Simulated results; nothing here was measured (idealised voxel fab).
The document below concerns the process module designated voxel local oxidation.
175 nm wide, 5 nm square cells: that's cross-section cut.
Bands, listed from the top down, are how a cross-section gets written in this document; the cross-section itself is a grid of square cells, and a band is one or more rows of them. Read a band's entry like this: the first values are the height of its top and the height of its bottom in nm, and what follows is the sequence of materials from left to right, each with its width in nm. Note that "blank" is empty space, and that a single material marked "everywhere" reaches across the band from edge to edge. Height 0 is the level under which the wafer as received is all one material. The lowest band goes on downwards, as in "0 down". Read "30->40" as a graded width: first number on top, second number at the bottom, same change between each pair of neighbouring rows. You'll sometimes find "no alteration" written for a step, and that's the way of saying that nowhere in the cross-section did a cell change during that step. "Sealed void listing": sealed empty spaces, 8 cells or more, no open way to top, listed width x height at distance, with distance from the left edge and width, height and distance in nm. Text after the settings on a step's line: the simulator's own remark on that step. "overlay nm" answers the question of how far to the right of plan the mask lay on a step that has a mask, and when it is negative the answer is to the left.

Plan
1) RECEIVE (material Si)
2) OXIDIZE (depth nm 5)
3) CONFORMAL_DEP (material SiN; thk nm 15)
4) PATTERN (tone cover; mask id ACTIVE; material resist; width nm 95; thk nm 20; overlay nm 0)
5) DIRECTIONAL_ETCH (etch materials SiN; depth nm 15)
6) STRIP (etch materials resist)
7) SELECTIVE_ETCH (etch materials SiO2; depth nm 5)
8) OXIDIZE (depth nm 15)
9) STRIP (etch materials SiN)

The cross-section here shows the wafer as received, i.e. in its state after step 1
0 down | Si everywhere
Sealed void listing: none

Cross-section: first of two wafers, module finished, run according to plan
0 to -5 | blank=45, SiO2=85, blank=45
-5 to -20 | SiO2=60, Si=55, SiO2=60
-20 down | Si everywhere
Sealed void listing: none

Cross-section, second wafer: same start as the first, same plan as the first, one mistake in running it; taken at the end of the module
0 to -5 | blank=35, SiO2=85, blank=55
-5 to -20 | SiO2=50, Si=55, SiO2=70
-20 down | Si everywhere
Sealed void listing: none
Want to know what went wrong? step 4 was processed under conditions differing from the plan, specifically as PATTERN (tone cover; mask id ACTIVE; material resist; width nm 95; thk nm 20; overlay nm -10)
By the end, you'd get the same cell count for each material on either wafer, but the second wafer puts them somewhere else.
